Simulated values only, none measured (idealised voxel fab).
process module | voxel lift off
cross-section cut | 195 nm wide | cells 5 nm
A cross-section is a grid of square cells, given in bands from the top down. A band is one or more rows of cells.
Each band's line starts with the height of the band's top and of its bottom, in nm. Then come its materials from left to right, each with its width in nm. One material with "throughout" fills the band from edge to edge. "air" is empty space.
Height 0 is the level under which the wafer as received is all one material. The lowest band goes on downwards, as in "0 down".
A width such as "30 to 40" changes by the same amount from each row of cells to the next, from the band's top row to its bottom row.
"no change" after a step means that no cell of the cross-section changed.
closed voids: empty space of 8 cells or more with no open way to the top, each as width x height at its distance from the left edge, in nm
after a step's settings: what the simulator itself notes on the step
overlay nm, on a step with a mask: how far to the right of its planned place the mask lay; to the left if negative
plan
1 op RECEIVE | material Si
2 op CONFORMAL_DEP | material SiN | thk nm 5
3 op PATTERN | tone open | mask id LINES | material resist | width nm 30 | pitch nm 50 | thk nm 15 | overlay nm 0
4 op DIRECTIONAL_DEP | material Ru | thk nm 5
5 op STRIP | etch materials resist
6 op CONFORMAL_DEP | material SiO2 | thk nm 10
as received, after step 1
  0 down: Si throughout
  closed voids: none
a wafer at the end: this start, this plan, one mistake
  20 to 15: air 20 | Ru 150 | air 25
  15 to 5: Ru throughout
  5 to 0: SiN throughout
  0 down: Si throughout
  closed voids: none
what went wrong: step 6 ran as: op CONFORMAL_DEP | material Ru | thk nm 10
